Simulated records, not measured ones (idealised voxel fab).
Title: Process Module voxel self aligned contacts
The figure presents cross-section cut, which has a width of 300 nm and is divided into square cells with an edge length of 5 nm.
Just so we're on the same page, the cross-sections are grids of square cells, and they're listed out in bands top to bottom, each band one or more rows deep. Band entry format. Leading values: height of top, height of bottom, nm. Remainder: materials in left-to-right order, each with its width in nm. Special words: "edge to edge" on a single material, which then fills the band edge to edge; "air", empty space. Heights are measured from 0, the level below which the as-received wafer is all one material; the lowest band has no bottom and continues downward, written as in "0 down". Per-row width for "30 to 40": begins at first number (top row of band), ends at second number (bottom row), increment between rows held constant. Any step labelled "remained the same" changed none of the cells in the cross-section. So "Voids lacking openings" is basically the list of trapped voids: any empty space of 8 cells or more that can't reach the top through an opening. They're written width x height at distance, the distance being from the left edge, and it's all nm. Whatever follows a step's settings on its line is a remark the simulator itself makes about that step. "overlay nm", when on a step's line for a step with a mask, measures how far to the right of its planned place the mask lay; a negative measure means to the left.

# plan
1,RECEIVE,material Si
2,CONFORMAL_DEP,material SiO2,thk nm 5
3,DIRECTIONAL_DEP,material polySi,thk nm 20
4,DIRECTIONAL_DEP,material SiN,thk nm 15
5,PATTERN,tone cover,mask id GATE,material resist,width nm 15,pitch nm 60,thk nm 15,overlay nm 0
6,DIRECTIONAL_ETCH,etch materials SiN,depth nm 15
7,DIRECTIONAL_ETCH,etch materials polySi,depth nm 20
8,STRIP,etch materials resist
9,CONFORMAL_DEP,material SiN,thk nm 5
10,DIRECTIONAL_ETCH,etch materials SiN,depth nm 5
11,FILL_DEP,material SiO2,thk nm 15
12,CMP,height nm 50
13,PATTERN,tone open,mask id CONTACT,material resist,width nm 45,pitch nm 60,thk nm 15,overlay nm 0
14,DIRECTIONAL_ETCH,etch materials SiO2,depth nm 50
15,STRIP,etch materials resist
16,CONFORMAL_DEP,material TiN,thk nm 5
17,FILL_DEP,material W,thk nm 10
18,CMP,height nm 50
19,CONFORMAL_DEP,material SiCN,thk nm 5
Among the wafers covered here, the point of difference is the width nm at step 5; their starting state is shared, and the plan presents the value of the first wafer.

# As received, i.e. after step 1: cross-section through the first of several wafers
  0 down  Si edge to edge
  Voids lacking openings: none

# Quick key for the table: a row per wafer, taken at the end of the module. For each material it tells you how many cells the wafer gained (+) or lost (-) since it came in, and the closed voids come after
width nm 15 | +60 SiCN | +69 SiN | +347 SiO2 | +54 TiN | +94 W | +36 polySi | Voids lacking openings: none
width nm 20 | +60 SiCN | +78 SiN | +342 SiO2 | +54 TiN | +78 W | +48 polySi | Voids lacking openings: none
width nm 25 | +60 SiCN | +87 SiN | +337 SiO2 | +54 TiN | +62 W | +60 polySi | Voids lacking openings: none
width nm 30 | +60 SiCN | +96 SiN | +332 SiO2 | +54 TiN | +46 W | +72 polySi | Voids lacking openings: none
width nm 35 | +60 SiCN | +105 SiN | +327 SiO2 | +54 TiN | +30 W | +84 polySi | Voids lacking openings: none
width nm 40 | +60 SiCN | +114 SiN | +322 SiO2 | +54 TiN | +14 W | +96 polySi | Voids lacking openings: none
